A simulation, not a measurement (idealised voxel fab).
This section sets out a process module, namely voxel ribs on slabs.
This is section cut - it's 270 nm across, gridded in 5 nm square cells.
The cross-sections in this document take the form of a grid made of square cells. They are written out as bands, in order from top to bottom. Each band consists of one or more rows of cells.
Read a band's entry like this: the first values are the height of its top and the height of its bottom in nm, and what follows is the sequence of materials from left to right, each with its width in nm. Note that "empty" is empty space, and that a single material marked "all across" reaches across the band from edge to edge.
Counting heights begins at 0, where everything beneath is, in the wafer as received, one material. The lowest band has no bottom; it goes on downwards, as "0 down" shows.
A two-number width, for instance "30->40", indicates that the width is equal to the first number in the top row of the band and to the second number in the bottom row, and that it changes by a constant amount per row of cells.
"changes: none", as given for a step, is the statement that not any cell of the cross-section underwent a change during that step.
Enclosed voids (no open way to top), threshold 8 cells or more, entry "Enclosed voids", notation width x height at distance, distance from left edge, nm.
Anything after a step's settings on that line? It's the simulator's own note about the step.
For masked steps, "overlay nm" on the step line gives how far right of plan the mask actually lay; a minus sign means it lay to the left.
The planned process steps are enumerated hereunder:
step 1: op RECEIVE | material Si
step 2: op DIRECTIONAL_DEP | material SiO2 | thk nm 20
step 3: op DIRECTIONAL_DEP | material polySi | thk nm 15
step 4: op MASKED_ETCH | tone cover | mask id RIB | width nm 20 | etch materials polySi | depth nm 5 | overlay nm 0
step 5: op DIRECTIONAL_DEP | material aC | thk nm 10
step 6: op PATTERN | tone cover | mask id SLAB | material resist | width nm 40 | thk nm 25 | overlay nm 0
step 7: op DIRECTIONAL_ETCH | etch materials aC | depth nm 10
step 8: op STRIP | etch materials resist
step 9: op DIRECTIONAL_ETCH | etch materials polySi | depth nm 10
step 10: op STRIP | etch materials aC
step 11: op FILL_DEP | material SiO2 | thk nm 25
step 12: op CMP | height nm 50
step 13: op DIRECTIONAL_DEP | material W | thk nm 5
step 14: op DIRECTIONAL_DEP | material aC | thk nm 10
step 15: op PATTERN | tone cover | mask id HEATER | material resist | width nm 30 | thk nm 30 | overlay nm 0
step 16: op DIRECTIONAL_ETCH | etch materials aC | depth nm 10
step 17: op STRIP | etch materials resist
step 18: op DIRECTIONAL_ETCH | etch materials W | depth nm 5
step 19: op STRIP | etch materials aC
step 20: op CONFORMAL_DEP | material SiN | thk nm 10
Where the wafers of this document differ is in the width nm of step 6; they start out the same, and the plan states the value that applied to the first wafer.
The first of several wafers, as received after step 1, seen in section:
  0 down | Si all across
  Enclosed voids: none
Post step 20, the closing step of the module: first of several wafers, cross-sectioned:
  65 to 60 | empty (110), SiN (50), empty (110)
  60 to 55 | SiN all across
  55 to 50 | SiN (120), W (30), SiN (120)
  50 to 35 | SiO2 all across
  35 to 30 | SiO2 (125), polySi (20), SiO2 (125)
  30 to 20 | SiO2 (115), polySi (40), SiO2 (115)
  20 to 0 | SiO2 all across
  0 down | Si all across
  Enclosed voids: none
X-section, last wafer, module end:
  65 to 60 | empty (110), SiN (50), empty (110)
  60 to 55 | SiN all across
  55 to 50 | SiN (120), W (30), SiN (120)
  50 to 35 | SiO2 all across
  35 to 30 | SiO2 (125), polySi (20), SiO2 (125)
  30 to 20 | SiO2 (105), polySi (65), SiO2 (100)
  20 to 0 | SiO2 all across
  0 down | Si all across
  Enclosed voids: none
Per wafer (row), end of module: delta in cells per material since receipt, (+) for gained, (-) for lost; closed voids after that:
width nm 40, +112 SiN, +520 SiO2, +6 W, +20 polySi, Enclosed voids: none
width nm 45, +112 SiN, +518 SiO2, +6 W, +22 polySi, Enclosed voids: none
width nm 50, +112 SiN, +516 SiO2, +6 W, +24 polySi, Enclosed voids: none
width nm 55, +112 SiN, +514 SiO2, +6 W, +26 polySi, Enclosed voids: none
width nm 60, +112 SiN, +512 SiO2, +6 W, +28 polySi, Enclosed voids: none
width nm 65, +112 SiN, +510 SiO2, +6 W, +30 polySi, Enclosed voids: none
